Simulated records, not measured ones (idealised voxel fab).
Process module, titled voxel capacitor over wiring
The cross-section shown here is cut; it is 145 nm wide and divided into square cells measuring 5 nm on a side.
Format of a cross-section: grid, square cells. Given as bands. Order: top down. Band: one or more rows of cells.
It is stipulated that each band's entry specify, in nanometres, the height of the top of the band and then that of its bottom, followed by the materials of the band in left-to-right sequence, each together with its width in nanometres. A single material marked by the word "throughout" is understood to fill the band from edge to edge; the word "blank" is understood to denote empty space.
Convention: height 0 is the level below which the wafer, as received, is all one material. The lowest band does not terminate at the bottom but continues downward, represented as "top 0, no bottom".
A width such as "30..40" changes by the same amount from each row of cells to the next, from the band's top row to its bottom row.
Given "remained unchanged" for a step, no cell of the cross-section differs between before and after that step.
Enclosed voids (no open way to top), threshold 8 cells or more, entry "Closed void table", notation width x height at distance, distance from left edge, nm.
after a step's settings: what the simulator itself notes on the step
Among the settings permitted on a step's line is "overlay nm"; applied to a step with a mask, it specifies the extent to which the mask lay to the right of its planned position, whereas a negative figure signifies a position to the left.
INTENDED PROCESS STEPS
1) RECEIVE: material Si
2) CONFORMAL_DEP: material SiO2, thk nm 10
3) CONFORMAL_DEP: material SiN, thk nm 5
4) DIRECTIONAL_DEP: material SiO2, thk nm 15
5) MASKED_ETCH: tone open, mask id METAL_1, width nm 20, pitch nm 85, etch materials SiO2, depth nm 15, overlay nm 0
6) MASKED_ETCH: tone open, mask id METAL_1, width nm 20, pitch nm 85, etch materials SiN, depth nm 5, overlay nm 0
7) CONFORMAL_DEP: material TiN, thk nm 5
8) FILL_DEP: material W, thk nm 10
9) CMP: height nm 30
10) CONFORMAL_DEP: material SiCN, thk nm 5
11) DIRECTIONAL_DEP: material SiO2, thk nm 20
12) DIRECTIONAL_DEP: material aC, thk nm 10
13) PATTERN: tone open, mask id PLUG_1, material resist, width nm 15, thk nm 25, overlay nm 0
14) DIRECTIONAL_ETCH: etch materials aC, depth nm 10
15) STRIP: etch materials resist
16) DIRECTIONAL_ETCH: etch materials SiO2, depth nm 20
17) DIRECTIONAL_ETCH: etch materials SiCN, depth nm 5
18) STRIP: etch materials aC
19) EPI: material Ru, thk nm 10
20) EPI: material Ru, thk nm 10
21) EPI: material Ru, thk nm 5
22) DIRECTIONAL_DEP: material TiN, thk nm 5
23) DIRECTIONAL_DEP: material SiN, thk nm 5
24) DIRECTIONAL_DEP: material TiN, thk nm 10
25) MASKED_ETCH: tone cover, mask id UPPER_PLATE, width nm 70, etch materials TiN, depth nm 10, overlay nm 0
26) MASKED_ETCH: tone cover, mask id UPPER_PLATE, width nm 70, etch materials SiN, depth nm 5, overlay nm 0
27) DIRECTIONAL_DEP: material aC, thk nm 15
28) PATTERN: tone cover, mask id LOWER_PLATE, material resist, width nm 80, thk nm 35, overlay nm 0
29) DIRECTIONAL_ETCH: etch materials aC, depth nm 15
30) STRIP: etch materials resist
31) DIRECTIONAL_ETCH: etch materials TiN, depth nm 5
32) STRIP: etch materials aC
33) FILL_DEP: material SiO2, thk nm 15
34) CMP: height nm 85
35) MASKED_ETCH: tone open, mask id PLUG_2, width nm 15, etch materials SiO2, depth nm 10, overlay nm 0
36) CONFORMAL_DEP: material TiN, thk nm 5
37) FILL_DEP: material Cu, thk nm 5
38) CMP: height nm 85
39) CONFORMAL_DEP: material SiCN, thk nm 5
WAFER CROSS-SECTION ON RECEIPT, I.E. AFTER STEP 1
- top 0, no bottom = Si throughout
- Closed void table: none
LOOK AT THE CROSS-SECTION AFTER THE MODULE: THE WAFER STARTED OUT THE WAY SHOWN ABOVE AND THE PLAN WAS THE ONE SHOWN ABOVE, YET ONE MISTAKE WAS MADE ALONG THE WAY
- top 90, bottom 85 = SiCN throughout
- top 85, bottom 75 = 25 nm SiO2; 70 nm Cu; 50 nm SiO2
- top 75, bottom 65 = 25 nm Cu; 70 nm TiN; 50 nm Cu
- top 65, bottom 60 = 25 nm Cu; 70 nm SiN; 50 nm Cu
- top 60, bottom 55 = TiN throughout
- top 55, bottom 35 = 25 nm SiO2; 15 nm Ru; 105 nm SiO2
- top 35, bottom 30 = 25 nm SiCN; 15 nm Ru; 105 nm SiCN
- top 30, bottom 15 = 20 nm SiO2; 5 nm TiN; 10 nm W; 5 nm TiN; 65 nm SiO2; 5 nm TiN; 10 nm W; 5 nm TiN; 20 nm SiO2
- top 15, bottom 10 = 20 nm SiN; 20 nm TiN; 65 nm SiN; 20 nm TiN; 20 nm SiN
- top 10, bottom 0 = SiO2 throughout
- top 0, no bottom = Si throughout
- Closed void table: none
It is concluded that the wafer was processed incorrectly with respect to the plan, in that so step 27 ended up running with a different setting than we planned, it ran as DIRECTIONAL_DEP: material Cu, thk nm 15
